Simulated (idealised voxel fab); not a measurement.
This is a process module. Its name is voxel lift off.
Section shown: cut. Width: 295 nm. Cell size: 5 nm, square.
A cross-section is written here as square cells arranged in a grid, and it is given in bands from the top down, each band taking up one or more rows of cells.
In this notation a band is specified by the heights of its top and bottom, in that order and in nm, after which its materials appear from left to right, each paired with its width in nm. The word "edge to edge" attached to a single material means that material fills the band from edge to edge; the word "air" stands for empty space.
We count height from 0. Below that, the starting wafer is all one material. The lowest band never ends at the bottom but goes on down; see "z 0 and below" for how that is written.
Top row gets the first number, bottom row gets the second, and each row in between changes by the same step: that is how a band width like "30->40" works.
Take "left unchanged" at face value: in the step it is given for, the cross-section changed in none of its cells.
In the "Closed void listing" entry, you get each enclosed empty space of 8 cells or more, one with no open way to the top, written width x height at distance, distance from the left edge, in nm.
Note: text after step settings on the step line = simulator remark on that step.
overlay nm: mask right of planned place by this much (step with mask). Neg. = left.
[Listed below are the process steps as planned]
1 RECEIVE, material Si
2 CONFORMAL_DEP, material SiN, thk nm 10
3 PATTERN, tone open, mask id LINES, material resist, width nm 25, pitch nm 50, thk nm 30, overlay nm 0
4 DIRECTIONAL_DEP, material Ru, thk nm 15
5 STRIP, etch materials resist
6 CONFORMAL_DEP, material SiN, thk nm 5
[Cross-sectional view of the wafer in its as-received condition, corresponding to the state after step 1]
	z 0 and below: Si edge to edge
	Closed void listing: none
[Cross-section, end of module. Start: as above. Plan: as above. Execution: one mistake]
	z 30 to 15: air (80); Ru (35); air (15); Ru (35); air (15); Ru (35); air (80)
	z 15 to 10: Ru edge to edge
	z 10 to 0: SiN edge to edge
	z 0 and below: Si edge to edge
	Closed void listing: none
what went wrong: so step 6 ended up running with a different setting than we planned, it ran as CONFORMAL_DEP, material Ru, thk nm 5
